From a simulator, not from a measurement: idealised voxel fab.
process module | voxel self aligned contacts
cross-section cut | 230 nm wide | cells 5 nm
A cross-section is a grid of square cells, given in bands from the top down. A band is one or more rows of cells.
Each band's line starts with the height of the band's top and of its bottom, in nm. Then come its materials from left to right, each with its width in nm. One material with "throughout" fills the band from edge to edge. "air" is empty space.
Height 0 is the level under which the wafer as received is all one material. The lowest band goes on downwards, as in "0 down".
A width such as "30 to 40" changes by the same amount from each row of cells to the next, from the band's top row to its bottom row.
"no change" after a step means that no cell of the cross-section changed.
closed voids: empty space of 8 cells or more with no open way to the top, each as width x height at its distance from the left edge, in nm
after a step's settings: what the simulator itself notes on the step
overlay nm, on a step with a mask: how far to the right of its planned place the mask lay; to the left if negative
plan
1 op RECEIVE | material Si
2 op OXIDIZE | depth nm 5
3 op DIRECTIONAL_DEP | material polySi | thk nm 30
4 op DIRECTIONAL_DEP | material SiN | thk nm 20
5 op MASKED_ETCH | tone cover | mask id GATE | width nm 25 | pitch nm 55 | etch materials SiN | depth nm 20 | overlay nm 0
6 op MASKED_ETCH | tone cover | mask id GATE | width nm 25 | pitch nm 55 | etch materials polySi | depth nm 30 | overlay nm 0
7 op CONFORMAL_DEP | material SiN | thk nm 5
8 op DIRECTIONAL_ETCH | etch materials SiN | depth nm 5
9 op FILL_DEP | material SiO2 | thk nm 15
10 op CMP | height nm 60
11 op PATTERN | tone open | mask id CONTACT | material resist | width nm 40 | thk nm 15 | overlay nm 0
12 op DIRECTIONAL_ETCH | etch materials SiO2 | depth nm 65
13 op STRIP | etch materials resist
14 op CONFORMAL_DEP | material TiN | thk nm 5
15 op FILL_DEP | material Ru | thk nm 10
16 op CMP | height nm 60
17 op CONFORMAL_DEP | material SiCN | thk nm 5
first wafer, as planned
as received, after step 1
  0 down: Si throughout
  closed voids: none
after step 2
  0 to -5: SiO2 throughout
  below -5: unchanged
after step 3
  30 to 0: polySi throughout
  below 0: unchanged
after step 4
  50 to 30: SiN throughout
  below 30: unchanged
after step 5
  50 to 30: air 75 | SiN 25 | air 30 | SiN 25 | air 75
  below 30: unchanged
after step 6
  50 to 30: air 75 | SiN 25 | air 30 | SiN 25 | air 75
  30 to 0: air 75 | polySi 25 | air 30 | polySi 25 | air 75
  below 0: unchanged
after step 7
  55 to 30: air 70 | SiN 35 | air 20 | SiN 35 | air 70
  30 to 5: air 70 | SiN 5 | polySi 25 | SiN 5 | air 20 | SiN 5 | polySi 25 | SiN 5 | air 70
  5 to 0: SiN 75 | polySi 25 | SiN 30 | polySi 25 | SiN 75
  below 0: unchanged
after step 8
  50 to 30: air 70 | SiN 35 | air 20 | SiN 35 | air 70
  30 to 0: air 70 | SiN 5 | polySi 25 | SiN 5 | air 20 | SiN 5 | polySi 25 | SiN 5 | air 70
  below 0: unchanged
after step 9
  65 to 50: SiO2 throughout
  50 to 30: SiO2 70 | SiN 35 | SiO2 20 | SiN 35 | SiO2 70
  30 to 0: SiO2 70 | SiN 5 | polySi 25 | SiN 5 | SiO2 20 | SiN 5 | polySi 25 | SiN 5 | SiO2 70
  below 0: unchanged
after step 10
  60 to 50: SiO2 throughout
  below 50: unchanged
after step 11
  75 to 60: resist 95 | air 40 | resist 95
  below 60: unchanged
after step 12
  75 to 60: resist 95 | air 40 | resist 95
  60 to 50: SiO2 95 | air 40 | SiO2 95
  50 to 30: SiO2 70 | SiN 35 | air 20 | SiN 35 | SiO2 70
  30 to 0: SiO2 70 | SiN 5 | polySi 25 | SiN 5 | air 20 | SiN 5 | polySi 25 | SiN 5 | SiO2 70
  0 to -5: SiO2 105 | air 20 | SiO2 105
  below -5: unchanged
after step 13
  60 to 50: SiO2 95 | air 40 | SiO2 95
  below 50: unchanged
after step 14
  65 to 60: TiN 100 | air 30 | TiN 100
  60 to 50: SiO2 95 | TiN 5 to 15 | air 30 to 10 | TiN 5 to 15 | SiO2 95
  50 to 30: SiO2 70 | SiN 35 | TiN 5 | air 10 | TiN 5 | SiN 35 | SiO2 70
  30 to 0: SiO2 70 | SiN 5 | polySi 25 | SiN 5 | TiN 5 | air 10 | TiN 5 | SiN 5 | polySi 25 | SiN 5 | SiO2 70
  0 to -5: SiO2 105 | TiN 20 | SiO2 105
  below -5: unchanged
after step 15
  75 to 65: Ru throughout
  65 to 60: TiN 100 | Ru 30 | TiN 100
  60 to 50: SiO2 95 | TiN 5 to 15 | Ru 30 to 10 | TiN 5 to 15 | SiO2 95
  50 to 30: SiO2 70 | SiN 35 | TiN 5 | Ru 10 | TiN 5 | SiN 35 | SiO2 70
  30 to 0: SiO2 70 | SiN 5 | polySi 25 | SiN 5 | TiN 5 | Ru 10 | TiN 5 | SiN 5 | polySi 25 | SiN 5 | SiO2 70
  below 0: unchanged
after step 16
  60 to 50: SiO2 95 | TiN 5 to 15 | Ru 30 to 10 | TiN 5 to 15 | SiO2 95
  below 50: unchanged
after step 17
  65 to 60: SiCN throughout
  below 60: unchanged
second wafer: like start, like plan, one mistake. Through step 2 it matches the first wafer
when step 3 should have ended
  30 to 0: TiN throughout
  below 0: unchanged
when step 4 should have ended
  50 to 30: SiN throughout
  below 30: unchanged
when step 5 should have ended
  50 to 30: air 75 | SiN 25 | air 30 | SiN 25 | air 75
  below 30: unchanged
when step 6 should have ended: no change
when step 7 should have ended
  55 to 35: air 70 | SiN 35 | air 20 | SiN 35 | air 70
  35 to 30: SiN throughout
  below 30: unchanged
when step 8 should have ended
  50 to 30: air 70 | SiN 35 | air 20 | SiN 35 | air 70
  below 30: unchanged
when step 9 should have ended
  65 to 50: SiO2 throughout
  50 to 30: SiO2 70 | SiN 35 | SiO2 20 | SiN 35 | SiO2 70
  below 30: unchanged
when step 10 should have ended
  60 to 50: SiO2 throughout
  below 50: unchanged
when step 11 should have ended
  75 to 60: resist 95 | air 40 | resist 95
  below 60: unchanged
when step 12 should have ended
  75 to 60: resist 95 | air 40 | resist 95
  60 to 50: SiO2 95 | air 40 | SiO2 95
  50 to 30: SiO2 70 | SiN 35 | air 20 | SiN 35 | SiO2 70
  below 30: unchanged
when step 13 should have ended
  60 to 50: SiO2 95 | air 40 | SiO2 95
  below 50: unchanged
when step 14 should have ended
  65 to 60: TiN 100 | air 30 | TiN 100
  60 to 50: SiO2 95 | TiN 5 to 15 | air 30 to 10 | TiN 5 to 15 | SiO2 95
  50 to 35: SiO2 70 | SiN 35 | TiN 5 | air 10 | TiN 5 | SiN 35 | SiO2 70
  35 to 30: SiO2 70 | SiN 35 | TiN 20 | SiN 35 | SiO2 70
  below 30: unchanged
when step 15 should have ended
  75 to 65: Ru throughout
  65 to 60: TiN 100 | Ru 30 | TiN 100
  60 to 50: SiO2 95 | TiN 5 to 15 | Ru 30 to 10 | TiN 5 to 15 | SiO2 95
  50 to 35: SiO2 70 | SiN 35 | TiN 5 | Ru 10 | TiN 5 | SiN 35 | SiO2 70
  below 35: unchanged
when step 16 should have ended
  60 to 50: SiO2 95 | TiN 5 to 15 | Ru 30 to 10 | TiN 5 to 15 | SiO2 95
  below 50: unchanged
when step 17 should have ended
  65 to 60: SiCN throughout
  below 60: unchanged
what went wrong: step 3 ran as: op DIRECTIONAL_DEP | material TiN | thk nm 30
at the end the second wafer has, in cells: 14 fewer of Ru | 24 fewer of SiN | 164 fewer of SiO2 | 262 more of TiN | 60 fewer of polySi
